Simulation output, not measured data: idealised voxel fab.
Proc. module: voxel transistor to metal
Cross-section cut: width 175 nm, square cells of 5 nm.
A cross-section is written here as square cells arranged in a grid, and it is given in bands from the top down, each band taking up one or more rows of cells.
Heads up on the band format: heights come first, top then bottom, in nm. After that it's the materials left to right, each with its width in nm. A single material flagged "all across" fills the whole band edge to edge, and "air" means there's empty space there.
Heights are expressed relative to 0, this being the level below which the as-received wafer comprises one material exclusively. The lowest band is unbounded in the downward direction and is denoted as in "0 and below".
The two numbers in a width such as "30 to 40" mark its ends across the band: the first belongs to the top row of cells, the second to the bottom row, and from each row to the next the width moves by the same amount.
"left unchanged" for a step: no cell of the cross-section changed in that step.
The entry "Voids lacking openings" lists the empty spaces that cover at least 8 cells and have no open path to the top. Each is written as width x height at distance, where the distance is measured from the left edge and all three values are in nm.
after a step's settings: what the simulator itself notes on the step
overlay nm, on a step with a mask: how far to the right of its planned place the mask lay; to the left if negative

-- So here's the lineup of process steps we planned
- 1: RECEIVE | material Si
- 2: OXIDIZE | depth nm 5
- 3: CONFORMAL_DEP | material SiN | thk nm 10
- 4: DIRECTIONAL_DEP | material aC | thk nm 15
- 5: PATTERN | tone cover | mask id ACTIVE | material resist | width nm 115 | thk nm 35 | overlay nm 0
- 6: DIRECTIONAL_ETCH | etch materials aC | depth nm 15
- 7: STRIP | etch materials resist
- 8: DIRECTIONAL_ETCH | etch materials SiN | depth nm 10
- 9: DIRECTIONAL_ETCH | etch materials SiO2 | depth nm 5
- 10: DIRECTIONAL_ETCH | etch materials Si | depth nm 20
- 11: STRIP | etch materials aC
- 12: OXIDIZE | depth nm 5
- 13: FILL_DEP | material SiO2 | thk nm 5
- 14: CMP | height nm 10
- 15: SELECTIVE_ETCH | etch materials SiO2 | depth nm 10
- 16: STRIP | etch materials SiN
- 17: SELECTIVE_ETCH | etch materials SiO2 | depth nm 5
- 18: OXIDIZE | depth nm 5
- 19: DIRECTIONAL_DEP | material polySi | thk nm 30
- 20: DIRECTIONAL_DEP | material SiCN | thk nm 10
- 21: PATTERN | tone cover | mask id GATE | material resist | width nm 25 | thk nm 15 | overlay nm 0
- 22: DIRECTIONAL_ETCH | etch materials SiCN | depth nm 20
- 23: DIRECTIONAL_ETCH | etch materials polySi | depth nm 40
- 24: STRIP | etch materials resist
- 25: CONFORMAL_DEP | material SiO2 | thk nm 5
- 26: DIRECTIONAL_ETCH | etch materials SiO2 | depth nm 5
- 27: CONFORMAL_DEP | material SiN | thk nm 10
- 28: DIRECTIONAL_ETCH | etch materials SiN | depth nm 10
- 29: DIRECTIONAL_ETCH | etch materials SiO2 | depth nm 5
- 30: DIRECTIONAL_ETCH | etch materials Si | depth nm 5
- 31: EPI | material pSi | thk nm 5
- 32: FILL_DEP | material SiO2 | thk nm 5
- 33: CMP | height nm 25
- 34: STRIP | etch materials polySi
- 35: SELECTIVE_ETCH | etch materials SiO2 | depth nm 5
- 36: CONFORMAL_DEP | material HfO2 | thk nm 5
- 37: CONFORMAL_DEP | material TiN | thk nm 5
- 38: FILL_DEP | material W | thk nm 5
- 39: CMP | height nm 20
- 40: DIRECTIONAL_DEP | material SiO2 | thk nm 10
- 41: MASKED_ETCH | tone open | mask id CONTACT | width nm 20 | pitch nm 75 | etch materials SiO2 | depth nm 40 | overlay nm 0
- 42: CONFORMAL_DEP | material TiN | thk nm 5
- 43: FILL_DEP | material W | thk nm 5
- 44: CMP | height nm 30
- 45: CONFORMAL_DEP | material SiCN | thk nm 5
- 46: DIRECTIONAL_DEP | material lowk | thk nm 25
- 47: PATTERN | tone open | mask id METAL_1 | material resist | width nm 20 | pitch nm 75 | thk nm 20 | overlay nm 0
- 48: DIRECTIONAL_ETCH | etch materials lowk | depth nm 25
- 49: DIRECTIONAL_ETCH | etch materials SiCN | depth nm 5
- 50: STRIP | etch materials resist
- 51: CONFORMAL_DEP | material TiN | thk nm 5
- 52: FILL_DEP | material W | thk nm 5
- 53: CMP | height nm 60
- 54: EPI | material Ru | thk nm 5
- 55: FILL_DEP | material SiCN | thk nm 5
- 56: DIRECTIONAL_DEP | material lowk | thk nm 25
- 57: PATTERN | tone open | mask id METAL_2 | material resist | width nm 20 | pitch nm 75 | thk nm 15 | overlay nm 0
- 58: DIRECTIONAL_ETCH | etch materials lowk | depth nm 15
- 59: STRIP | etch materials resist
- 60: PATTERN | tone open | mask id METAL_2_HOLES | material resist | width nm 15 | pitch nm 75 | thk nm 15 | overlay nm 0
- 61: DIRECTIONAL_ETCH | etch materials lowk | depth nm 10
- 62: DIRECTIONAL_ETCH | etch materials SiCN | depth nm 5
- 63: STRIP | etch materials resist
- 64: CONFORMAL_DEP | material TiN | thk nm 5
- 65: FILL_DEP | material Cu | thk nm 5
- 66: CMP | height nm 95
- 67: CONFORMAL_DEP | material SiN | thk nm 5

-- This is the cross-section of the wafer as we received it, i.e. after step 1
0 and below | Si all across
Voids lacking openings: none

-- What the wafer looks like in cross-section after this module, when it starts as shown above and follows the plan above but one mistake is made in running it
100 down to 95 | SiN all across
95 down to 85 | lowk 40 nm, then TiN 5 nm, then Cu 10 nm, then TiN 5 nm, then lowk 55 nm, then TiN 5 nm, then Cu 10 nm, then TiN 5 nm, then lowk 40 nm
85 down to 80 | lowk 40 nm, then TiN 5 nm, then Cu 5 nm, then TiN 10 nm, then lowk 55 nm, then TiN 5 nm, then Cu 5 nm, then TiN 10 nm, then lowk 40 nm
80 down to 70 | lowk 40 nm, then TiN 5 nm, then Cu 5 nm, then TiN 5 nm, then lowk 60 nm, then TiN 5 nm, then Cu 5 nm, then TiN 5 nm, then lowk 45 nm
70 down to 65 | SiCN 40 nm, then TiN 15 nm, then SiCN 60 nm, then TiN 15 nm, then SiCN 45 nm
65 down to 60 | SiCN 35 nm, then Ru 30 nm, then SiCN 45 nm, then Ru 30 nm, then SiCN 35 nm
60 down to 35 | lowk 40 nm, then TiN 5 nm, then W 10 nm, then TiN 5 nm, then lowk 55 nm, then TiN 5 nm, then W 10 nm, then TiN 5 nm, then lowk 40 nm
35 down to 30 | SiCN 40 nm, then TiN 20 nm, then SiCN 55 nm, then TiN 20 nm, then SiCN 40 nm
30 down to 20 | SiO2 40 nm, then TiN 5 nm, then W 10 nm, then TiN 5 nm, then SiO2 55 nm, then TiN 5 nm, then W 10 nm, then TiN 5 nm, then SiO2 40 nm
20 down to 0 | SiO2 40 nm, then TiN 5 nm, then W 10 nm, then TiN 5 nm, then SiN 10 nm, then HfO2 5 nm, then TiN 5 nm, then W 15 nm, then TiN 5 nm, then HfO2 5 nm, then SiN 10 nm, then TiN 5 nm, then W 10 nm, then TiN 5 nm, then SiO2 40 nm
0 down to -5 | SiO2 40 nm, then TiN 5 nm, then W 5 nm, then TiN 10 nm, then SiN 10 nm, then HfO2 5 nm, then TiN 25 nm, then HfO2 5 nm, then SiN 10 nm, then TiN 10 nm, then W 5 nm, then TiN 5 nm, then SiO2 40 nm
-5 down to -10 | SiO2 40 nm, then TiN 15 nm, then pSi 5 nm, then SiO2 10 nm, then HfO2 35 nm, then SiO2 10 nm, then pSi 5 nm, then TiN 15 nm, then SiO2 40 nm
-10 down to -15 | SiO2 35 nm, then pSi 25 nm, then Si 55 nm, then pSi 25 nm, then SiO2 35 nm
-15 down to -50 | SiO2 35 nm, then Si 105 nm, then SiO2 35 nm
-50 and below | Si all across
Voids lacking openings: none
Short version of what went wrong: regarding the plan, step 10 was run twice
